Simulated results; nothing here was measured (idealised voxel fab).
process module | voxel ribs on slabs
cross-section cut | 170 nm wide | cells 5 nm
A cross-section is a grid of square cells, given in bands from the top down. A band is one or more rows of cells.
Each band's line starts with the height of the band's top and of its bottom, in nm. Then come its materials from left to right, each with its width in nm. One material with "throughout" fills the band from edge to edge. "air" is empty space.
Height 0 is the level under which the wafer as received is all one material. The lowest band goes on downwards, as in "0 down".
A width such as "30 to 40" changes by the same amount from each row of cells to the next, from the band's top row to its bottom row.
"no change" after a step means that no cell of the cross-section changed.
closed voids: empty space of 8 cells or more with no open way to the top, each as width x height at its distance from the left edge, in nm
after a step's settings: what the simulator itself notes on the step
overlay nm, on a step with a mask: how far to the right of its planned place the mask lay; to the left if negative
Each pair below shows a cross-section before one step and the cross-section after it, down to the lowest band that changed. The line under each pair gives the step between them, with its settings. The pairs can come from different runs of this module on the same starting wafer, so a pair continues from the pair above only where its "before" says so.
before
  0 down: Si throughout
  closed voids: none
after
  30 to 0: SiO2 throughout
  below 0: unchanged
  closed voids: none
the step between: op DIRECTIONAL_DEP | material SiO2 | thk nm 30
before: the cross-section after the pair above
after
  45 to 30: SiN throughout
  below 30: unchanged
  closed voids: none
the step between: op DIRECTIONAL_DEP | material SiN | thk nm 15
before: the cross-section after the pair above
after
  60 to 45: air 75 | resist 20 | air 75
  below 45: unchanged
  closed voids: none
the step between: op PATTERN | tone cover | mask id RIB | material resist | width nm 20 | thk nm 15 | overlay nm 0
before: the cross-section after the pair above
after
  60 to 45: air 75 | resist 20 | air 75
  45 to 35: air 75 | SiN 20 | air 75
  below 35: unchanged
  closed voids: none
the step between: op DIRECTIONAL_ETCH | etch materials SiN | depth nm 10
before: the cross-section after the pair above
after
  45 to 35: air 75 | SiN 20 | air 75
  below 35: unchanged
  closed voids: none
the step between: op STRIP | etch materials resist
before: the cross-section after the pair above
after
  60 to 50: air 75 | aC 20 | air 75
  50 to 45: aC throughout
  45 to 35: aC 75 | SiN 20 | aC 75
  below 35: unchanged
  closed voids: none
the step between: op DIRECTIONAL_DEP | material aC | thk nm 15
before: the cross-section after the pair above
after
  95 to 60: air 50 | resist 70 | air 50
  60 to 50: air 50 | resist 25 | aC 20 | resist 25 | air 50
  below 50: unchanged
  closed voids: none
the step between: op PATTERN | tone cover | mask id SLAB | material resist | width nm 70 | thk nm 35 | overlay nm 0
before: the cross-section after the pair above
after
  80 to 60: air 50 | resist 70 | air 50
  60 to 50: air 50 | resist 25 | aC 20 | resist 25 | air 50
  50 to 45: air 50 | aC 70 | air 50
  45 to 35: air 50 | aC 25 | SiN 20 | aC 25 | air 50
  below 35: unchanged
  closed voids: none
the step between: op DIRECTIONAL_ETCH | etch materials aC | depth nm 15
before: the cross-section after the pair above
after
  60 to 50: air 75 | aC 20 | air 75
  below 50: unchanged
  closed voids: none
the step between: op STRIP | etch materials resist
before: the cross-section after the pair above
after
  60 to 50: air 75 | aC 20 | air 75
  50 to 45: air 50 | aC 70 | air 50
  45 to 35: air 50 | aC 25 | SiN 20 | aC 25 | air 50
  35 to 30: air 50 | SiN 70 | air 50
  below 30: unchanged
  closed voids: none
the step between: op DIRECTIONAL_ETCH | etch materials SiN | depth nm 5
before: the cross-section after the pair above
after
  45 to 35: air 75 | SiN 20 | air 75
  below 35: unchanged
  closed voids: none
the step between: op STRIP | etch materials aC
before: the cross-section after the pair above
after
  65 to 45: SiO2 throughout
  45 to 35: SiO2 75 | SiN 20 | SiO2 75
  35 to 30: SiO2 50 | SiN 70 | SiO2 50
  below 30: unchanged
  closed voids: none
the step between: op FILL_DEP | material SiO2 | thk nm 20
before: the cross-section after the pair above
after
  55 to 45: SiO2 throughout
  below 45: unchanged
  closed voids: none
the step between: op CMP | height nm 55
before: the cross-section after the pair above
after
  65 to 55: W throughout
  below 55: unchanged
  closed voids: none
the step between: op DIRECTIONAL_DEP | material W | thk nm 10
before: the cross-section after the pair above
after
  75 to 65: aC throughout
  below 65: unchanged
  closed voids: none
the step between: op DIRECTIONAL_DEP | material aC | thk nm 10
before: the cross-section after the pair above
after
  100 to 75: air 70 | resist 30 | air 70
  below 75: unchanged
  closed voids: none
the step between: op PATTERN | tone cover | mask id HEATER | material resist | width nm 30 | thk nm 25 | overlay nm 0
before: the cross-section after the pair above
after
  90 to 75: air 70 | resist 30 | air 70
  75 to 65: air 70 | aC 30 | air 70
  below 65: unchanged
  closed voids: none
the step between: op DIRECTIONAL_ETCH | etch materials aC | depth nm 10
before: the cross-section after the pair above
after
  75 to 65: air 70 | aC 30 | air 70
  below 65: unchanged
  closed voids: none
the step between: op STRIP | etch materials resist
before: the cross-section after the pair above
after
  75 to 65: air 70 | aC 30 | air 70
  65 to 55: air 70 | W 30 | air 70
  below 55: unchanged
  closed voids: none
the step between: op DIRECTIONAL_ETCH | etch materials W | depth nm 10
before: the cross-section after the pair above
after
  65 to 55: air 70 | W 30 | air 70
  below 55: unchanged
  closed voids: none
the step between: op STRIP | etch materials aC
before: the cross-section after the pair above
after
  70 to 65: air 65 | SiN 40 | air 65
  65 to 60: air 65 | SiN 5 | W 30 | SiN 5 | air 65
  60 to 55: SiN 70 | W 30 | SiN 70
  below 55: unchanged
  closed voids: none
the step between: op CONFORMAL_DEP | material SiN | thk nm 5
before
  45 to 30: SiN throughout
  30 to 0: SiO2 throughout
  0 down: Si throughout
  closed voids: none
after
  60 to 30: SiN throughout
  below 30: unchanged
  closed voids: none
the step between: op DIRECTIONAL_DEP | material SiN | thk nm 15
before: the cross-section after the pair above
after
  75 to 60: air 75 | resist 20 | air 75
  below 60: unchanged
  closed voids: none
the step between: op PATTERN | tone cover | mask id RIB | material resist | width nm 20 | thk nm 15 | overlay nm 0
before: the cross-section after the pair above
after
  75 to 60: air 75 | resist 20 | air 75
  60 to 50: air 75 | SiN 20 | air 75
  below 50: unchanged
  closed voids: none
the step between: op DIRECTIONAL_ETCH | etch materials SiN | depth nm 10
before: the cross-section after the pair above
after
  60 to 50: air 75 | SiN 20 | air 75
  below 50: unchanged
  closed voids: none
the step between: op STRIP | etch materials resist
before: the cross-section after the pair above
after
  75 to 65: air 75 | aC 20 | air 75
  65 to 60: aC throughout
  60 to 50: aC 75 | SiN 20 | aC 75
  below 50: unchanged
  closed voids: none
the step between: op DIRECTIONAL_DEP | material aC | thk nm 15
before: the cross-section after the pair above
after
  110 to 75: air 50 | resist 70 | air 50
  75 to 65: air 50 | resist 25 | aC 20 | resist 25 | air 50
  below 65: unchanged
  closed voids: none
the step between: op PATTERN | tone cover | mask id SLAB | material resist | width nm 70 | thk nm 35 | overlay nm 0
before: the cross-section after the pair above
after
  95 to 75: air 50 | resist 70 | air 50
  75 to 65: air 50 | resist 25 | aC 20 | resist 25 | air 50
  65 to 60: air 50 | aC 70 | air 50
  60 to 50: air 50 | aC 25 | SiN 20 | aC 25 | air 50
  below 50: unchanged
  closed voids: none
the step between: op DIRECTIONAL_ETCH | etch materials aC | depth nm 15
before: the cross-section after the pair above
after
  75 to 65: air 75 | aC 20 | air 75
  below 65: unchanged
  closed voids: none
the step between: op STRIP | etch materials resist
before: the cross-section after the pair above
after
  75 to 65: air 75 | aC 20 | air 75
  65 to 60: air 50 | aC 70 | air 50
  60 to 50: air 50 | aC 25 | SiN 20 | aC 25 | air 50
  50 to 45: air 50 | SiN 70 | air 50
  below 45: unchanged
  closed voids: none
the step between: op DIRECTIONAL_ETCH | etch materials SiN | depth nm 5
before: the cross-section after the pair above
after
  60 to 50: air 75 | SiN 20 | air 75
  below 50: unchanged
  closed voids: none
the step between: op STRIP | etch materials aC
before: the cross-section after the pair above
after
  80 to 60: SiO2 throughout
  60 to 50: SiO2 75 | SiN 20 | SiO2 75
  50 to 45: SiO2 50 | SiN 70 | SiO2 50
  below 45: unchanged
  closed voids: none
the step between: op FILL_DEP | material SiO2 | thk nm 20
before: the cross-section after the pair above
after
  55 to 45: SiO2 75 to 50 | SiN 20 to 70 | SiO2 75 to 50
  below 45: unchanged
  closed voids: none
the step between: op CMP | height nm 55
before: the cross-section after the pair above
after
  65 to 55: W throughout
  below 55: unchanged
  closed voids: none
the step between: op DIRECTIONAL_DEP | material W | thk nm 10
before: the cross-section after the pair above
after
  75 to 65: aC throughout
  below 65: unchanged
  closed voids: none
the step between: op DIRECTIONAL_DEP | material aC | thk nm 10
before: the cross-section after the pair above
after
  100 to 75: air 70 | resist 30 | air 70
  below 75: unchanged
  closed voids: none
the step between: op PATTERN | tone cover | mask id HEATER | material resist | width nm 30 | thk nm 25 | overlay nm 0
before: the cross-section after the pair above
after
  90 to 75: air 70 | resist 30 | air 70
  75 to 65: air 70 | aC 30 | air 70
  below 65: unchanged
  closed voids: none
the step between: op DIRECTIONAL_ETCH | etch materials aC | depth nm 10
before: the cross-section after the pair above
after
  75 to 65: air 70 | aC 30 | air 70
  below 65: unchanged
  closed voids: none
the step between: op STRIP | etch materials resist
before: the cross-section after the pair above
after
  75 to 65: air 70 | aC 30 | air 70
  65 to 55: air 70 | W 30 | air 70
  below 55: unchanged
  closed voids: none
the step between: op DIRECTIONAL_ETCH | etch materials W | depth nm 10
before: the cross-section after the pair above
after
  65 to 55: air 70 | W 30 | air 70
  below 55: unchanged
  closed voids: none
the step between: op STRIP | etch materials aC
before: the cross-section after the pair above
after
  70 to 65: air 65 | SiN 40 | air 65
  65 to 60: air 65 | SiN 5 | W 30 | SiN 5 | air 65
  60 to 55: SiN 70 | W 30 | SiN 70
  below 55: unchanged
  closed voids: none
the step between: op CONFORMAL_DEP | material SiN | thk nm 5
before
  60 to 45: air 75 | resist 20 | air 75
  45 to 35: air 75 | SiN 20 | air 75
  35 to 30: SiN throughout
  30 to 0: SiO2 throughout
  0 down: Si throughout
  closed voids: none
after
  75 to 60: air 75 | aC 20 | air 75
  60 to 50: air 75 | resist 20 | air 75
  50 to 45: aC 75 | resist 20 | aC 75
  45 to 35: aC 75 | SiN 20 | aC 75
  below 35: unchanged
  closed voids: none
the step between: op DIRECTIONAL_DEP | material aC | thk nm 15
before: the cross-section after the pair above
after
  50 to 45: aC 75 | air 20 | aC 75
  below 45: unchanged
  closed voids: none
the step between: op STRIP | etch materials resist
before: the cross-section after the pair above
after
  85 to 50: air 50 | resist 70 | air 50
  50 to 45: aC 75 | resist 20 | aC 75
  below 45: unchanged
  closed voids: none
the step between: op PATTERN | tone cover | mask id SLAB | material resist | width nm 70 | thk nm 35 | overlay nm 0
before: the cross-section after the pair above
after
  70 to 50: air 50 | resist 70 | air 50
  50 to 45: air 50 | aC 25 | resist 20 | aC 25 | air 50
  45 to 35: air 50 | aC 25 | SiN 20 | aC 25 | air 50
  below 35: unchanged
  closed voids: none
the step between: op DIRECTIONAL_ETCH | etch materials aC | depth nm 15
before: the cross-section after the pair above
after
  50 to 45: air 50 | aC 25 | air 20 | aC 25 | air 50
  below 45: unchanged
  closed voids: none
the step between: op STRIP | etch materials resist
before: the cross-section after the pair above
after
  50 to 40: air 50 | aC 25 | air 20 | aC 25 | air 50
  40 to 35: air 50 | aC 25 | SiN 20 | aC 25 | air 50
  35 to 30: air 50 | SiN 70 | air 50
  below 30: unchanged
  closed voids: none
the step between: op DIRECTIONAL_ETCH | etch materials SiN | depth nm 5
before: the cross-section after the pair above
after
  40 to 30: air 75 to 50 | SiN 20 to 70 | air 75 to 50
  below 30: unchanged
  closed voids: none
the step between: op STRIP | etch materials aC
before: the cross-section after the pair above
after
  60 to 40: SiO2 throughout
  40 to 30: SiO2 75 to 50 | SiN 20 to 70 | SiO2 75 to 50
  below 30: unchanged
  closed voids: none
the step between: op FILL_DEP | material SiO2 | thk nm 20
before: the cross-section after the pair above
after
  55 to 40: SiO2 throughout
  below 40: unchanged
  closed voids: none
the step between: op CMP | height nm 55
before: the cross-section after the pair above
after
  65 to 55: W throughout
  below 55: unchanged
  closed voids: none
the step between: op DIRECTIONAL_DEP | material W | thk nm 10
before: the cross-section after the pair above
after
  75 to 65: aC throughout
  below 65: unchanged
  closed voids: none
the step between: op DIRECTIONAL_DEP | material aC | thk nm 10
before: the cross-section after the pair above
after
  100 to 75: air 70 | resist 30 | air 70
  below 75: unchanged
  closed voids: none
the step between: op PATTERN | tone cover | mask id HEATER | material resist | width nm 30 | thk nm 25 | overlay nm 0
before: the cross-section after the pair above
after
  90 to 75: air 70 | resist 30 | air 70
  75 to 65: air 70 | aC 30 | air 70
  below 65: unchanged
  closed voids: none
the step between: op DIRECTIONAL_ETCH | etch materials aC | depth nm 10
before: the cross-section after the pair above
after
  75 to 65: air 70 | aC 30 | air 70
  below 65: unchanged
  closed voids: none
the step between: op STRIP | etch materials resist
before: the cross-section after the pair above
after
  75 to 65: air 70 | aC 30 | air 70
  65 to 55: air 70 | W 30 | air 70
  below 55: unchanged
  closed voids: none
the step between: op DIRECTIONAL_ETCH | etch materials W | depth nm 10
before: the cross-section after the pair above
after
  65 to 55: air 70 | W 30 | air 70
  below 55: unchanged
  closed voids: none
the step between: op STRIP | etch materials aC
before: the cross-section after the pair above
after
  70 to 65: air 65 | SiN 40 | air 65
  65 to 60: air 65 | SiN 5 | W 30 | SiN 5 | air 65
  60 to 55: SiN 70 | W 30 | SiN 70
  below 55: unchanged
  closed voids: none
the step between: op CONFORMAL_DEP | material SiN | thk nm 5
before
  30 to 0: SiO2 throughout
  0 down: Si throughout
  closed voids: none
after
  35 to 30: SiN throughout
  below 30: unchanged
  closed voids: none
the step between: op DIRECTIONAL_DEP | material SiN | thk nm 5
before: the cross-section after the pair above
after
  50 to 35: air 75 | resist 20 | air 75
  below 35: unchanged
  closed voids: none
the step between: op PATTERN | tone cover | mask id RIB | material resist | width nm 20 | thk nm 15 | overlay nm 0
before: the cross-section after the pair above
after
  50 to 35: air 75 | resist 20 | air 75
  35 to 30: air 75 | SiN 20 | air 75
  below 30: unchanged
  closed voids: none
the step between: op DIRECTIONAL_ETCH | etch materials SiN | depth nm 10
before: the cross-section after the pair above
after
  35 to 30: air 75 | SiN 20 | air 75
  below 30: unchanged
  closed voids: none
the step between: op STRIP | etch materials resist
before: the cross-section after the pair above
after
  50 to 45: air 75 | aC 20 | air 75
  45 to 35: aC throughout
  35 to 30: aC 75 | SiN 20 | aC 75
  below 30: unchanged
  closed voids: none
the step between: op DIRECTIONAL_DEP | material aC | thk nm 15
before: the cross-section after the pair above
after
  85 to 50: air 50 | resist 70 | air 50
  50 to 45: air 50 | resist 25 | aC 20 | resist 25 | air 50
  below 45: unchanged
  closed voids: none
the step between: op PATTERN | tone cover | mask id SLAB | material resist | width nm 70 | thk nm 35 | overlay nm 0
before: the cross-section after the pair above
after
  70 to 50: air 50 | resist 70 | air 50
  50 to 45: air 50 | resist 25 | aC 20 | resist 25 | air 50
  45 to 35: air 50 | aC 70 | air 50
  35 to 30: air 50 | aC 25 | SiN 20 | aC 25 | air 50
  below 30: unchanged
  closed voids: none
the step between: op DIRECTIONAL_ETCH | etch materials aC | depth nm 15
before: the cross-section after the pair above
after
  50 to 45: air 75 | aC 20 | air 75
  below 45: unchanged
  closed voids: none
the step between: op STRIP | etch materials resist
before: the cross-section after the pair above
after
  35 to 30: air 75 | SiN 20 | air 75
  below 30: unchanged
  closed voids: none
the step between: op STRIP | etch materials aC
before: the cross-section after the pair above
after
  55 to 35: SiO2 throughout
  35 to 30: SiO2 75 | SiN 20 | SiO2 75
  below 30: unchanged
  closed voids: none
the step between: op FILL_DEP | material SiO2 | thk nm 20
before: the cross-section after the pair above
after
  65 to 55: W throughout
  below 55: unchanged
  closed voids: none
the step between: op DIRECTIONAL_DEP | material W | thk nm 10
before: the cross-section after the pair above
after
  75 to 65: aC throughout
  below 65: unchanged
  closed voids: none
the step between: op DIRECTIONAL_DEP | material aC | thk nm 10
before: the cross-section after the pair above
after
  100 to 75: air 70 | resist 30 | air 70
  below 75: unchanged
  closed voids: none
the step between: op PATTERN | tone cover | mask id HEATER | material resist | width nm 30 | thk nm 25 | overlay nm 0
before: the cross-section after the pair above
after
  90 to 75: air 70 | resist 30 | air 70
  75 to 65: air 70 | aC 30 | air 70
  below 65: unchanged
  closed voids: none
the step between: op DIRECTIONAL_ETCH | etch materials aC | depth nm 10
before: the cross-section after the pair above
after
  75 to 65: air 70 | aC 30 | air 70
  below 65: unchanged
  closed voids: none
the step between: op STRIP | etch materials resist
before: the cross-section after the pair above
after
  75 to 65: air 70 | aC 30 | air 70
  65 to 55: air 70 | W 30 | air 70
  below 55: unchanged
  closed voids: none
the step between: op DIRECTIONAL_ETCH | etch materials W | depth nm 10
before: the cross-section after the pair above
after
  65 to 55: air 70 | W 30 | air 70
  below 55: unchanged
  closed voids: none
the step between: op STRIP | etch materials aC
before: the cross-section after the pair above
after
  70 to 65: air 65 | SiN 40 | air 65
  65 to 60: air 65 | SiN 5 | W 30 | SiN 5 | air 65
  60 to 55: SiN 70 | W 30 | SiN 70
  below 55: unchanged
  closed voids: none
the step between: op CONFORMAL_DEP | material SiN | thk nm 5
before
  75 to 65: aC throughout
  65 to 55: W throughout
  55 to 45: SiO2 throughout
  45 to 35: SiO2 75 | SiN 20 | SiO2 75
  35 to 30: SiO2 50 | SiN 70 | SiO2 50
  30 to 0: SiO2 throughout
  0 down: Si throughout
  closed voids: none
after
  100 to 75: air 75 | resist 20 | air 75
  below 75: unchanged
  closed voids: none
the step between: op PATTERN | tone cover | mask id HEATER | material resist | width nm 20 | thk nm 25 | overlay nm 0
before: the cross-section after the pair above
after
  90 to 75: air 75 | resist 20 | air 75
  75 to 65: air 75 | aC 20 | air 75
  below 65: unchanged
  closed voids: none
the step between: op DIRECTIONAL_ETCH | etch materials aC | depth nm 10
before: the cross-section after the pair above
after
  75 to 65: air 75 | aC 20 | air 75
  below 65: unchanged
  closed voids: none
the step between: op STRIP | etch materials resist
before: the cross-section after the pair above
after
  75 to 65: air 75 | aC 20 | air 75
  65 to 55: air 75 | W 20 | air 75
  below 55: unchanged
  closed voids: none
the step between: op DIRECTIONAL_ETCH | etch materials W | depth nm 10
before: the cross-section after the pair above
after
  65 to 55: air 75 | W 20 | air 75
  below 55: unchanged
  closed voids: none
the step between: op STRIP | etch materials aC
before: the cross-section after the pair above
after
  70 to 65: air 70 | SiN 30 | air 70
  65 to 60: air 70 | SiN 5 | W 20 | SiN 5 | air 70
  60 to 55: SiN 75 | W 20 | SiN 75
  below 55: unchanged
  closed voids: none
the step between: op CONFORMAL_DEP | material SiN | thk nm 5
before
  45 to 30: SiN throughout
  30 to 0: SiO2 throughout
  0 down: Si throughout
  closed voids: none
after
  60 to 45: air 85 | resist 20 | air 65
  below 45: unchanged
  closed voids: none
the step between: op PATTERN | tone cover | mask id RIB | material resist | width nm 20 | thk nm 15 | overlay nm 10
before: the cross-section after the pair above
after
  60 to 45: air 85 | resist 20 | air 65
  45 to 35: air 85 | SiN 20 | air 65
  below 35: unchanged
  closed voids: none
the step between: op DIRECTIONAL_ETCH | etch materials SiN | depth nm 10
before: the cross-section after the pair above
after
  45 to 35: air 85 | SiN 20 | air 65
  below 35: unchanged
  closed voids: none
the step between: op STRIP | etch materials resist
before: the cross-section after the pair above
after
  60 to 50: air 85 | aC 20 | air 65
  50 to 45: aC throughout
  45 to 35: aC 85 | SiN 20 | aC 65
  below 35: unchanged
  closed voids: none
the step between: op DIRECTIONAL_DEP | material aC | thk nm 15
before: the cross-section after the pair above
after
  95 to 60: air 50 | resist 70 | air 50
  60 to 50: air 50 | resist 35 | aC 20 | resist 15 | air 50
  below 50: unchanged
  closed voids: none
the step between: op PATTERN | tone cover | mask id SLAB | material resist | width nm 70 | thk nm 35 | overlay nm 0
before: the cross-section after the pair above
after
  80 to 60: air 50 | resist 70 | air 50
  60 to 50: air 50 | resist 35 | aC 20 | resist 15 | air 50
  50 to 45: air 50 | aC 70 | air 50
  45 to 35: air 50 | aC 35 | SiN 20 | aC 15 | air 50
  below 35: unchanged
  closed voids: none
the step between: op DIRECTIONAL_ETCH | etch materials aC | depth nm 15
before: the cross-section after the pair above
after
  60 to 50: air 85 | aC 20 | air 65
  below 50: unchanged
  closed voids: none
the step between: op STRIP | etch materials resist
before: the cross-section after the pair above
after
  60 to 50: air 85 | aC 20 | air 65
  50 to 45: air 50 | aC 70 | air 50
  45 to 35: air 50 | aC 35 | SiN 20 | aC 15 | air 50
  35 to 30: air 50 | SiN 70 | air 50
  below 30: unchanged
  closed voids: none
the step between: op DIRECTIONAL_ETCH | etch materials SiN | depth nm 5
before: the cross-section after the pair above
after
  45 to 35: air 85 | SiN 20 | air 65
  below 35: unchanged
  closed voids: none
the step between: op STRIP | etch materials aC
before: the cross-section after the pair above
after
  65 to 45: SiO2 throughout
  45 to 35: SiO2 85 | SiN 20 | SiO2 65
  35 to 30: SiO2 50 | SiN 70 | SiO2 50
  below 30: unchanged
  closed voids: none
the step between: op FILL_DEP | material SiO2 | thk nm 20
before: the cross-section after the pair above
after
  55 to 45: SiO2 throughout
  below 45: unchanged
  closed voids: none
the step between: op CMP | height nm 55
before: the cross-section after the pair above
after
  65 to 55: W throughout
  below 55: unchanged
  closed voids: none
the step between: op DIRECTIONAL_DEP | material W | thk nm 10
before: the cross-section after the pair above
after
  75 to 65: aC throughout
  below 65: unchanged
  closed voids: none
the step between: op DIRECTIONAL_DEP | material aC | thk nm 10
before: the cross-section after the pair above
after
  100 to 75: air 70 | resist 30 | air 70
  below 75: unchanged
  closed voids: none
the step between: op PATTERN | tone cover | mask id HEATER | material resist | width nm 30 | thk nm 25 | overlay nm 0
before: the cross-section after the pair above
after
  90 to 75: air 70 | resist 30 | air 70
  75 to 65: air 70 | aC 30 | air 70
  below 65: unchanged
  closed voids: none
the step between: op DIRECTIONAL_ETCH | etch materials aC | depth nm 10
before: the cross-section after the pair above
after
  75 to 65: air 70 | aC 30 | air 70
  below 65: unchanged
  closed voids: none
the step between: op STRIP | etch materials resist
before: the cross-section after the pair above
after
  75 to 65: air 70 | aC 30 | air 70
  65 to 55: air 70 | W 30 | air 70
  below 55: unchanged
  closed voids: none
the step between: op DIRECTIONAL_ETCH | etch materials W | depth nm 10
before: the cross-section after the pair above
after
  65 to 55: air 70 | W 30 | air 70
  below 55: unchanged
  closed voids: none
the step between: op STRIP | etch materials aC
before: the cross-section after the pair above
after
  70 to 65: air 65 | SiN 40 | air 65
  65 to 60: air 65 | SiN 5 | W 30 | SiN 5 | air 65
  60 to 55: SiN 70 | W 30 | SiN 70
  below 55: unchanged
  closed voids: none
the step between: op CONFORMAL_DEP | material SiN | thk nm 5
before
  55 to 45: SiO2 throughout
  45 to 35: SiO2 75 | SiN 20 | SiO2 75
  35 to 30: SiO2 50 | SiN 70 | SiO2 50
  30 to 0: SiO2 throughout
  0 down: Si throughout
  closed voids: none
after
  65 to 55: SiN throughout
  below 55: unchanged
  closed voids: none
the step between: op DIRECTIONAL_DEP | material SiN | thk nm 10
before: the cross-section after the pair above
after
  75 to 65: aC throughout
  below 65: unchanged
  closed voids: none
the step between: op DIRECTIONAL_DEP | material aC | thk nm 10
before: the cross-section after the pair above
after
  100 to 75: air 70 | resist 30 | air 70
  below 75: unchanged
  closed voids: none
the step between: op PATTERN | tone cover | mask id HEATER | material resist | width nm 30 | thk nm 25 | overlay nm 0
before: the cross-section after the pair above
after
  90 to 75: air 70 | resist 30 | air 70
  75 to 65: air 70 | aC 30 | air 70
  below 65: unchanged
  closed voids: none
the step between: op DIRECTIONAL_ETCH | etch materials aC | depth nm 10
before: the cross-section after the pair above
after
  75 to 65: air 70 | aC 30 | air 70
  below 65: unchanged
  closed voids: none
the step between: op STRIP | etch materials resist
before: the cross-section after the pair above
after
  65 to 55: SiN throughout
  below 55: unchanged
  closed voids: none
the step between: op STRIP | etch materials aC
before: the cross-section after the pair above
after
  70 to 55: SiN throughout
  below 55: unchanged
  closed voids: none
the step between: op CONFORMAL_DEP | material SiN | thk nm 5
before
  60 to 50: air 75 | aC 20 | air 75
  50 to 45: aC throughout
  45 to 35: aC 75 | SiN 20 | aC 75
  35 to 30: SiN throughout
  30 to 0: SiO2 throughout
  0 down: Si throughout
  closed voids: none
after
  95 to 60: resist 50 | air 70 | resist 50
  60 to 50: resist 50 | air 25 | aC 20 | air 25 | resist 50
  below 50: unchanged
  closed voids: none
the step between: op PATTERN | tone open | mask id SLAB | material resist | width nm 70 | thk nm 35 | overlay nm 0
before: the cross-section after the pair above
after
  80 to 50: resist 50 | air 70 | resist 50
  50 to 45: aC 50 | air 70 | aC 50
  45 to 35: aC 50 | air 25 | SiN 20 | air 25 | aC 50
  below 35: unchanged
  closed voids: none
the step between: op DIRECTIONAL_ETCH | etch materials aC | depth nm 15
before: the cross-section after the pair above
after
  50 to 45: aC 50 | air 70 | aC 50
  below 45: unchanged
  closed voids: none
the step between: op STRIP | etch materials resist
before: the cross-section after the pair above
after
  50 to 40: aC 50 | air 70 | aC 50
  40 to 35: aC 50 | air 25 | SiN 20 | air 25 | aC 50
  35 to 30: SiN 50 | air 25 | SiN 20 | air 25 | SiN 50
  below 30: unchanged
  closed voids: none
the step between: op DIRECTIONAL_ETCH | etch materials SiN | depth nm 5
before: the cross-section after the pair above
after
  40 to 35: air 75 | SiN 20 | air 75
  below 35: unchanged
  closed voids: none
the step between: op STRIP | etch materials aC
before: the cross-section after the pair above
after
  60 to 40: SiO2 throughout
  40 to 35: SiO2 75 | SiN 20 | SiO2 75
  35 to 30: SiN 50 | SiO2 25 | SiN 20 | SiO2 25 | SiN 50
  below 30: unchanged
  closed voids: none
the step between: op FILL_DEP | material SiO2 | thk nm 20
before: the cross-section after the pair above
after
  55 to 40: SiO2 throughout
  below 40: unchanged
  closed voids: none
the step between: op CMP | height nm 55
before: the cross-section after the pair above
after
  65 to 55: W throughout
  below 55: unchanged
  closed voids: none
the step between: op DIRECTIONAL_DEP | material W | thk nm 10
before: the cross-section after the pair above
after
  75 to 65: aC throughout
  below 65: unchanged
  closed voids: none
the step between: op DIRECTIONAL_DEP | material aC | thk nm 10
before: the cross-section after the pair above
after
  100 to 75: air 70 | resist 30 | air 70
  below 75: unchanged
  closed voids: none
the step between: op PATTERN | tone cover | mask id HEATER | material resist | width nm 30 | thk nm 25 | overlay nm 0
before: the cross-section after the pair above
after
  90 to 75: air 70 | resist 30 | air 70
  75 to 65: air 70 | aC 30 | air 70
  below 65: unchanged
  closed voids: none
the step between: op DIRECTIONAL_ETCH | etch materials aC | depth nm 10
before: the cross-section after the pair above
after
  75 to 65: air 70 | aC 30 | air 70
  below 65: unchanged
  closed voids: none
the step between: op STRIP | etch materials resist
before: the cross-section after the pair above
after
  75 to 65: air 70 | aC 30 | air 70
  65 to 55: air 70 | W 30 | air 70
  below 55: unchanged
  closed voids: none
the step between: op DIRECTIONAL_ETCH | etch materials W | depth nm 10
before: the cross-section after the pair above
after
  65 to 55: air 70 | W 30 | air 70
  below 55: unchanged
  closed voids: none
the step between: op STRIP | etch materials aC
before: the cross-section after the pair above
after
  70 to 65: air 65 | SiN 40 | air 65
  65 to 60: air 65 | SiN 5 | W 30 | SiN 5 | air 65
  60 to 55: SiN 70 | W 30 | SiN 70
  below 55: unchanged
  closed voids: none
the step between: op CONFORMAL_DEP | material SiN | thk nm 5
